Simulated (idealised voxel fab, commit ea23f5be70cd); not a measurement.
Herein follows the process module entitled voxel self aligned vias.
It is cross-section cut that appears here, measuring 195 nm in width, its square cells being 5 nm in size.
Throughout this document, each cross-section is represented as a grid of square cells and is presented as a sequence of bands enumerated from the top downward, where a band comprises one or more rows of cells. This entry defines a band. It first specifies the height of the band's top and the height of its bottom in nm, and then specifies the band's materials from left to right, stating each material with its width in nm. The word "full width" identifies a single material that fills the band from edge to edge, while the word "empty" identifies empty space. A quick word on heights: they are counted from 0, and under that level the wafer as it came to us is one material throughout. The lowest band is different from the rest in having no bottom; it simply continues downward, written as in "0 -> down". Width spec "30..40" -> top row of cells at first value, bottom row at second value, equal per-row change in between. What does "nothing was modified" mean for a step? It means no cell of the cross-section changed in that step. "Voids lacking openings": sealed empty spaces, 8 cells or more, no open way to top, listed width x height at distance, with distance from the left edge and width, height and distance in nm. Formally, on a step line, whatever follows the settings is a remark that the simulator itself makes on the step. overlay nm: right-of-plan distance of the mask on a masked step; negative values mean left-of-plan.

**Here's what the planned process steps look like**
1 RECEIVE | material Si
2 CONFORMAL_DEP | material SiO2 | thk nm 10
3 CONFORMAL_DEP | material SiCN | thk nm 5
4 DIRECTIONAL_DEP | material SiO2 | thk nm 20
5 MASKED_ETCH | tone open | mask id LINES | width nm 25 | pitch nm 65 | etch materials SiO2 | depth nm 20 | overlay nm 0
6 CONFORMAL_DEP | material TiN | thk nm 5
7 FILL_DEP | material Ru | thk nm 5
8 CMP | height nm 35
9 SELECTIVE_ETCH | etch materials W Ru TiN | depth nm 5
10 FILL_DEP | material SiN | thk nm 5
11 CMP | height nm 35
12 DIRECTIONAL_DEP | material SiO2 | thk nm 15
13 DIRECTIONAL_DEP | material aC | thk nm 10
14 PATTERN | tone open | mask id VIAS | material resist | width nm 45 | thk nm 25 | overlay nm 0
15 DIRECTIONAL_ETCH | etch materials aC | depth nm 10
16 STRIP | etch materials resist
17 DIRECTIONAL_ETCH | etch materials SiO2 | depth nm 15
18 DIRECTIONAL_ETCH | etch materials SiN | depth nm 5
19 STRIP | etch materials aC
20 CONFORMAL_DEP | material TiN | thk nm 5
21 FILL_DEP | material Cu | thk nm 10
22 CMP | height nm 50
23 CONFORMAL_DEP | material SiCN | thk nm 5

**Delivered wafer in cross-section: state after step 1**
> 0 -> down: Si full width
> Voids lacking openings: none

**As-planned run: cross-section of the first of two wafers at end of module**
> 55 -> 50: SiCN full width
> 50 -> 40: SiO2=40, then TiN=5, then Cu=35, then TiN=5, then SiO2=110
> 40 -> 35: SiO2=40, then TiN=15, then Cu=15, then TiN=15, then SiO2=110
> 35 -> 30: SiO2=50, then TiN=25, then SiO2=40, then SiN=25, then SiO2=55
> 30 -> 20: SiO2=50, then TiN=5, then Ru=15, then TiN=5, then SiO2=40, then TiN=5, then Ru=15, then TiN=5, then SiO2=55
> 20 -> 15: SiO2=50, then TiN=25, then SiO2=40, then TiN=25, then SiO2=55
> 15 -> 10: SiCN full width
> 10 -> 0: SiO2 full width
> 0 -> down: Si full width
> Voids lacking openings: none

**Wafer two cross-section, module end. Start and plan unchanged from wafer one; one mistake made during the run**
> 55 -> 50: SiCN full width
> 50 -> 40: SiO2=40, then TiN=5, then Cu=35, then TiN=5, then SiO2=110
> 40 -> 35: SiO2=40, then TiN=45, then SiO2=110
> 35 -> 30: SiN=40, then TiN=10, then SiO2=25, then TiN=10, then SiN=30, then SiO2=25, then SiN=55
> 30 -> 20: Ru=45, then TiN=5, then SiO2=25, then TiN=5, then Ru=30, then TiN=5, then SiO2=25, then TiN=5, then Ru=50
> 20 -> 15: TiN=50, then SiO2=25, then TiN=40, then SiO2=25, then TiN=55
> 15 -> 10: SiCN full width
> 10 -> 0: SiO2 full width
> 0 -> down: Si full width
> Voids lacking openings: none
Error vs. plan: the process deviated at step 5: the operation and settings actually run there were MASKED_ETCH | tone cover | mask id LINES | width nm 25 | pitch nm 65 | etch materials SiO2 | depth nm 20 | overlay nm 0
Final tally in cells, some materials are higher or lower on the second wafer than on the first: Cu -3, Ru +38, SiN +20, SiO2 -76, TiN +21
